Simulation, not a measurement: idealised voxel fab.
Process module heading - voxel wiring stack
Pictured: cross-section cut, 190 nm wide, on a grid of 5 nm square cells.
Cross-section format: a grid of square cells, given as bands from top to bottom; each band is one or more rows of cells.
The entry gives the band's vertical extent as a top height and a bottom height in nm, then its horizontal make-up as materials from left to right, each with a width in nm. "air" stands for empty space; a single material marked "full width" fills the band edge to edge.
Note: height 0 marks the level under which the wafer is uniformly one material as received. Lowest band unbounded below, written "0 -> down".
Think of "30->40" as a width that walks from the first number to the second as you go down the band, top row to bottom row, taking equal-sized steps from row to row.
A step reported as "remains unaltered" is a step in which no cell of the cross-section changed.
Closed-off voids of 8+ cells (no open route to the top) go in "Sealed void list", written width x height at distance from the left edge, in nm.
Text after the settings on a step's line: the simulator's own remark on that step.
The optional step-line setting "overlay nm" applies to steps with a mask and quantifies how far to the right of its planned location the mask lay, a negative value indicating leftward placement.

List of planned process steps:
- 1: RECEIVE: material Si
- 2: CONFORMAL_DEP: material SiO2, thk nm 10
- 3: CONFORMAL_DEP: material SiN, thk nm 5
- 4: DIRECTIONAL_DEP: material lowk, thk nm 15
- 5: DIRECTIONAL_DEP: material aC, thk nm 10
- 6: PATTERN: tone open, mask id METAL_1, material resist, width nm 30, pitch nm 60, thk nm 30, overlay nm 0
- 7: DIRECTIONAL_ETCH: etch materials aC, depth nm 10
- 8: STRIP: etch materials resist
- 9: DIRECTIONAL_ETCH: etch materials lowk, depth nm 15
- 10: DIRECTIONAL_ETCH: etch materials SiN, depth nm 5
- 11: STRIP: etch materials aC
- 12: CONFORMAL_DEP: material TiN, thk nm 5
- 13: FILL_DEP: material Cu, thk nm 10
- 14: CMP: height nm 30
- 15: EPI: material Ru, thk nm 5
- 16: FILL_DEP: material SiCN, thk nm 5
- 17: DIRECTIONAL_DEP: material SiO2, thk nm 15
- 18: PATTERN: tone open, mask id PLUG_1, material resist, width nm 15, pitch nm 60, thk nm 20, overlay nm 0
- 19: DIRECTIONAL_ETCH: etch materials SiO2, depth nm 15
- 20: DIRECTIONAL_ETCH: etch materials SiCN, depth nm 5
- 21: STRIP: etch materials resist
- 22: CONFORMAL_DEP: material TiN, thk nm 5
- 23: FILL_DEP: material Ru, thk nm 10
- 24: CMP: height nm 55
- 25: DIRECTIONAL_DEP: material TiN, thk nm 5
- 26: DIRECTIONAL_DEP: material W, thk nm 20
- 27: MASKED_ETCH: tone cover, mask id METAL_2, width nm 30, pitch nm 60, etch materials W, depth nm 20, overlay nm -5
- 28: MASKED_ETCH: tone cover, mask id METAL_2, width nm 30, pitch nm 60, etch materials TiN, depth nm 5, overlay nm 0
- 29: FILL_DEP: material SiO2, thk nm 5
- 30: CMP: height nm 80
- 31: CONFORMAL_DEP: material SiCN, thk nm 5
The wafers in this document start out alike and differ in the overlay nm applied at step 27; the plan shows the value used for the first wafer.

Received wafers, first of several: cross-section after step 1:
  0 -> down = Si full width
  Sealed void list: none

Last step of the module is step 31; after it, the first of several wafers in cross-section:
  85 -> 80 = SiCN full width
  80 -> 60 = SiO2=15 / W=30 / SiO2=30 / W=30 / SiO2=30 / W=30 / SiO2=25
  60 -> 55 = SiO2=15 / TiN=35 / SiO2=25 / TiN=35 / SiO2=25 / TiN=35 / SiO2=20
  55 -> 40 = SiO2=20 / TiN=5 / Ru=5 / TiN=5 / SiO2=45 / TiN=5 / Ru=5 / TiN=5 / SiO2=45 / TiN=5 / Ru=5 / TiN=5 / SiO2=35
  40 -> 35 = SiCN=20 / TiN=15 / SiCN=45 / TiN=15 / SiCN=45 / TiN=15 / SiCN=35
  35 -> 30 = SiCN=15 / Ru=40 / SiCN=20 / Ru=40 / SiCN=20 / Ru=40 / SiCN=15
  30 -> 15 = lowk=20 / TiN=5 / Cu=20 / TiN=5 / lowk=30 / TiN=5 / Cu=20 / TiN=5 / lowk=30 / TiN=5 / Cu=20 / TiN=5 / lowk=20
  15 -> 10 = SiN=20 / TiN=30 / SiN=30 / TiN=30 / SiN=30 / TiN=30 / SiN=20
  10 -> 0 = SiO2 full width
  0 -> down = Si full width
  Sealed void list: none

The final wafer, sectioned at module end:
  85 -> 80 = SiCN full width
  80 -> 60 = SiO2=25 / W=30 / SiO2=30 / W=30 / SiO2=30 / W=30 / SiO2=15
  60 -> 55 = SiO2=20 / TiN=35 / SiO2=25 / TiN=35 / SiO2=25 / TiN=35 / SiO2=15
  55 -> 40 = SiO2=20 / TiN=5 / Ru=5 / TiN=5 / SiO2=45 / TiN=5 / Ru=5 / TiN=5 / SiO2=45 / TiN=5 / Ru=5 / TiN=5 / SiO2=35
  40 -> 35 = SiCN=20 / TiN=15 / SiCN=45 / TiN=15 / SiCN=45 / TiN=15 / SiCN=35
  35 -> 30 = SiCN=15 / Ru=40 / SiCN=20 / Ru=40 / SiCN=20 / Ru=40 / SiCN=15
  30 -> 15 = lowk=20 / TiN=5 / Cu=20 / TiN=5 / lowk=30 / TiN=5 / Cu=20 / TiN=5 / lowk=30 / TiN=5 / Cu=20 / TiN=5 / lowk=20
  15 -> 10 = SiN=20 / TiN=30 / SiN=30 / TiN=30 / SiN=30 / TiN=30 / SiN=20
  10 -> 0 = SiO2 full width
  0 -> down = Si full width
  Sealed void list: none

Per-wafer rows below. For each material: cells gained (+) or lost (-) since the wafer was received, as of end of module. Then: closed voids:
overlay nm -5, +36 Cu, +33 Ru, +81 SiCN, +20 SiN, +260 SiO2, +84 TiN, +72 W, +60 lowk, Sealed void list: none
overlay nm 0, +36 Cu, +33 Ru, +81 SiCN, +20 SiN, +263 SiO2, +81 TiN, +72 W, +60 lowk, Sealed void list: none
overlay nm 5, +36 Cu, +33 Ru, +81 SiCN, +20 SiN, +260 SiO2, +84 TiN, +72 W, +60 lowk, Sealed void list: none
